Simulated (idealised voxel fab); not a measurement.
This is a process module. Its name is voxel ribs on slabs.
Shown is cross-section cut, with a width of 270 nm and square cells of size 5 nm.
Think of the cross-section as a grid of square cells. We describe it in bands, top to bottom, and each band covers one or more rows of those cells. It is stipulated that each band's entry specify, in nanometres, the height of the top of the band and then that of its bottom, followed by the materials of the band in left-to-right sequence, each together with its width in nanometres. A single material marked by the word "edge to edge" is understood to fill the band from edge to edge; the word "empty" is understood to denote empty space. For the purposes of this specification, 0 denotes the height below which the wafer in its as-received condition is composed wholly of one material, and the lowermost band, lacking a lower limit, extends downward without end, as expressed in "top 0, no bottom". The notation "30->40" denotes a width that varies across the rows of cells in the band, beginning at the first number in the top row, finishing at the second number in the bottom row, and changing by an identical amount from each row to the next. Take "no alteration" at face value: in the step it is given for, the cross-section changed in none of its cells. For the entry "Closed voids list", the listed items are empty spaces with no open way to the top whose size is 8 cells or more; each item follows the pattern width x height at distance, where distance is from the left edge and all three are in nm. On a step's line, text after the settings is the simulator commenting on that step. For masked steps, "overlay nm" on the step line gives how far right of plan the mask actually lay; a minus sign means it lay to the left.
# The steps planned for the process are as follows
1: RECEIVE [material Si]
2: DIRECTIONAL_DEP [material SiO2] [thk nm 30]
3: DIRECTIONAL_DEP [material polySi] [thk nm 25]
4: MASKED_ETCH [tone cover] [mask id RIB] [width nm 20] [etch materials polySi] [depth nm 20] [overlay nm 0]
5: PATTERN [tone cover] [mask id SLAB] [material resist] [width nm 70] [thk nm 20] [overlay nm 0]
6: DIRECTIONAL_ETCH [etch materials polySi] [depth nm 5]
7: STRIP [etch materials resist]
8: FILL_DEP [material SiO2] [thk nm 20]
9: CMP [height nm 65]
10: DIRECTIONAL_DEP [material TiN] [thk nm 10]
11: DIRECTIONAL_DEP [material aC] [thk nm 10]
12: PATTERN [tone cover] [mask id HEATER] [material resist] [width nm 30] [thk nm 30] [overlay nm 0]
13: DIRECTIONAL_ETCH [etch materials aC] [depth nm 10]
14: STRIP [etch materials resist]
15: DIRECTIONAL_ETCH [etch materials TiN] [depth nm 10]
16: STRIP [etch materials aC]
17: CONFORMAL_DEP [material SiO2] [thk nm 10]
# Cross-section of the wafer upon arrival, representing the state reached after step 1
top 0, no bottom = Si edge to edge
Closed voids list: none
# Wafer cross-section at end of module: start and plan as shown above, one execution error
top 85, bottom 75 = empty=110 | SiO2=50 | empty=110
top 75, bottom 65 = SiO2=120 | TiN=30 | SiO2=120
top 65, bottom 55 = SiO2 edge to edge
top 55, bottom 35 = SiO2=130 | polySi=20 | SiO2=120
top 35, bottom 30 = SiO2=100 | polySi=70 | SiO2=100
top 30, bottom 0 = SiO2 edge to edge
top 0, no bottom = Si edge to edge
Closed voids list: none
It is concluded that the wafer was processed incorrectly with respect to the plan, in that note that step 4 departed from the planned setting and was carried out as MASKED_ETCH [tone cover] [mask id RIB] [width nm 20] [etch materials polySi] [depth nm 20] [overlay nm 5]
